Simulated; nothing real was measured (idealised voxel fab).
Process module, titled voxel released beams
Cross-sectional view cut (width: 240 nm; square cell size: 5 nm).
Heads up, the way a cross-section reads in here is a grid of square cells, handed over as bands from the top down, with every band being one or more rows of cells. First you get the band's top height and its bottom height, in nm, and then the materials it's made of, left to right, with each width in nm. If you see a single material with "throughout", that one covers the band edge to edge. "air" is empty space. Heads up on the height convention: 0 is the point under which the incoming wafer is all one material, and the lowest band has no bottom, it just keeps going down, like "0..down". The width entry "30 to 40" should be interpreted row by row: the top row of cells in the band takes the first number, the bottom row takes the second number, and the change between adjacent rows is uniform throughout. "changes: none" -> step changed no cross-section cell. Reported under the label "Voids lacking openings" are the empty spaces having no open way to the top and comprising 8 cells or more; the notation for each is width x height at distance, in which the distance is measured from the left edge and all three values are in nm. Whatever follows a step's settings on its line is a remark the simulator itself makes about that step. overlay nm: how far to the right of its planned place the mask lay on this masked step (negative: to the left).
[The following list gives the planned process steps]
1) RECEIVE,material Si
2) CONFORMAL_DEP,material Al2O3,thk nm 5
3) DIRECTIONAL_DEP,material SiO2,thk nm 20
4) DIRECTIONAL_DEP,material aC,thk nm 15
5) PATTERN,tone open,mask id ANCHOR,material resist,width nm 35,thk nm 35,overlay nm 0
6) DIRECTIONAL_ETCH,etch materials aC,depth nm 15
7) STRIP,etch materials resist
8) DIRECTIONAL_ETCH,etch materials SiO2,depth nm 20
9) STRIP,etch materials aC
10) CONFORMAL_DEP,material polySi,thk nm 15
11) MASKED_ETCH,tone cover,mask id BEAM,width nm 100,etch materials polySi,depth nm 15,overlay nm 0
12) STRIP,etch materials SiO2
Wafers differ in width nm at step 5; plan lists the first wafer's value; identical starting state.
[First wafer of several, as received: cross-section after step 1]
    0..down = Si throughout
    Voids lacking openings: none
[Every row in this table is a wafer at the end of the module, and it gives, for each of the materials, the cells that wafer has gained (+) or lost (-) since it was received, then its closed voids]
width nm 35, +48 Al2O3, +84 polySi, Voids lacking openings: none
width nm 40, +48 Al2O3, +84 polySi, Voids lacking openings: none
width nm 45, +48 Al2O3, +84 polySi, Voids lacking openings: none
width nm 50, +48 Al2O3, +84 polySi, Voids lacking openings: none
width nm 55, +48 Al2O3, +84 polySi, Voids lacking openings: none
width nm 60, +48 Al2O3, +84 polySi, Voids lacking openings: none
